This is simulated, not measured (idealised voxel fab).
This section sets out a process module, namely voxel transistor to metal.
FYI the section here is cut, 285 nm wide, cells are 5 nm squares.
Format of a cross-section: grid, square cells. Given as bands. Order: top down. Band: one or more rows of cells.
Heads up on the band format: heights come first, top then bottom, in nm. After that it's the materials left to right, each with its width in nm. A single material flagged "everywhere" fills the whole band edge to edge, and "air" means there's empty space there.
Counting heights begins at 0, where everything beneath is, in the wafer as received, one material. The lowest band has no bottom; it goes on downwards, as "z 0 and below" shows.
Quick explanation for "30..40": the width changes in equal steps down the rows of cells, from the first number in the band's top row to the second number in its bottom row.
Take "same as before" at face value: in the step it is given for, the cross-section changed in none of its cells.
The label "Unvented internal voids" introduces a list of the empty spaces, 8 cells or larger, that have no open way up to the top; each entry in it reads width x height at distance, where the distance is taken from the left edge and all three are stated in nm.
On each step's line, the part that comes after the settings is the simulator's own comment on the step.
A step's line can hold "overlay nm"; with a mask on that step, the setting says how far right of the planned place the mask lay, while a negative setting says it lay to the left.

[Planned process steps]
1. RECEIVE,material Si
2. OXIDIZE,depth nm 5
3. CONFORMAL_DEP,material SiN,thk nm 10
4. PATTERN,tone cover,mask id ACTIVE,material resist,width nm 115,pitch nm 135,thk nm 15,overlay nm 0
5. DIRECTIONAL_ETCH,etch materials SiN,depth nm 10
6. DIRECTIONAL_ETCH,etch materials SiO2,depth nm 5
7. DIRECTIONAL_ETCH,etch materials Si,depth nm 20
8. STRIP,etch materials resist
9. FILL_DEP,material SiO2,thk nm 15
10. CMP,height nm 10
11. SELECTIVE_ETCH,etch materials SiO2,depth nm 10
12. STRIP,etch materials SiN
13. SELECTIVE_ETCH,etch materials SiO2,depth nm 5
14. OXIDIZE,depth nm 5
15. DIRECTIONAL_DEP,material polySi,thk nm 25
16. DIRECTIONAL_DEP,material SiCN,thk nm 10
17. MASKED_ETCH,tone cover,mask id GATE,width nm 15,pitch nm 135,etch materials SiCN,depth nm 20,overlay nm 0
18. MASKED_ETCH,tone cover,mask id GATE,width nm 15,pitch nm 135,etch materials polySi,depth nm 35,overlay nm 0
19. CONFORMAL_DEP,material SiN,thk nm 5
20. DIRECTIONAL_ETCH,etch materials SiN,depth nm 5
21. DIRECTIONAL_ETCH,etch materials SiO2,depth nm 5
22. EPI,material nSi,thk nm 5
23. FILL_DEP,material SiO2,thk nm 5
24. CMP,height nm 30
25. DIRECTIONAL_DEP,material SiO2,thk nm 15
26. MASKED_ETCH,tone open,mask id CONTACT,width nm 20,etch materials SiO2,depth nm 50,overlay nm 0
27. CONFORMAL_DEP,material TiN,thk nm 5
28. FILL_DEP,material W,thk nm 5
29. CMP,height nm 45
30. CONFORMAL_DEP,material SiCN,thk nm 5
31. DIRECTIONAL_DEP,material SiO2,thk nm 25
32. PATTERN,tone open,mask id METAL_1,material resist,width nm 20,thk nm 20,overlay nm 0
33. DIRECTIONAL_ETCH,etch materials SiO2,depth nm 25
34. DIRECTIONAL_ETCH,etch materials SiCN,depth nm 5
35. STRIP,etch materials resist
36. CONFORMAL_DEP,material TiN,thk nm 5
37. FILL_DEP,material Cu,thk nm 10
38. CMP,height nm 75
39. CONFORMAL_DEP,material SiCN,thk nm 5

[Cross-sectional view of the wafer in its as-received condition, corresponding to the state after step 1]
    z 0 and below  Si everywhere
    Unvented internal voids: none

[Cross-section at module end, one run error; start and plan unchanged from above]
    z 80 to 75  SiCN everywhere
    z 75 to 50  SiO2 (25), TiN (5), Cu (10), TiN (5), SiO2 (55), TiN (5), Cu (10), TiN (5), SiO2 (40), TiN (5), Cu (10), TiN (5), SiO2 (55), TiN (5), Cu (10), TiN (5), SiO2 (30)
    z 50 to 45  SiCN (25), TiN (20), SiCN (55), TiN (20), SiCN (40), TiN (20), SiCN (55), TiN (20), SiCN (30)
    z 45 to 30  SiO2 (25), TiN (5), W (10), TiN (5), SiO2 (55), TiN (5), W (10), TiN (5), SiO2 (40), TiN (5), W (10), TiN (5), SiO2 (55), TiN (5), W (10), TiN (5), SiO2 (30)
    z 30 to 20  SiO2 (25), TiN (5), W (10), TiN (5), SiO2 (15), SiN (5), SiCN (15), SiN (5), SiO2 (15), TiN (5), W (10), TiN (5), SiO2 (40), TiN (5), W (10), TiN (5), SiO2 (15), SiN (5), SiCN (15), SiN (5), SiO2 (15), TiN (5), W (10), TiN (5), SiO2 (30)
    z 20 to 10  SiO2 (25), TiN (5), W (10), TiN (5), SiO2 (15), SiN (5), polySi (15), SiN (5), SiO2 (15), TiN (5), W (10), TiN (5), SiO2 (40), TiN (5), W (10), TiN (5), SiO2 (15), SiN (5), polySi (15), SiN (5), SiO2 (15), TiN (5), W (10), TiN (5), SiO2 (30)
    z 10 to 5  SiO2 (25), TiN (20), SiO2 (15), SiN (5), polySi (15), SiN (5), SiO2 (15), TiN (20), SiO2 (40), TiN (20), SiO2 (15), SiN (5), polySi (15), SiN (5), SiO2 (15), TiN (20), SiO2 (30)
    z 5 to -5  nSi (60), SiN (5), polySi (15), SiN (5), nSi (110), SiN (5), polySi (15), SiN (5), nSi (60), SiO2 (5)
    z -5 to -10  nSi (60), SiO2 (25), nSi (110), SiO2 (25), nSi (60), SiO2 (5)
    z -10 to -25  SiO2 (15), Si (115), SiO2 (20), Si (115), SiO2 (20)
    z -25 and below  Si everywhere
    Unvented internal voids: none
what went wrong: planned and actual differ for step 22; actual: EPI,material nSi,thk nm 15
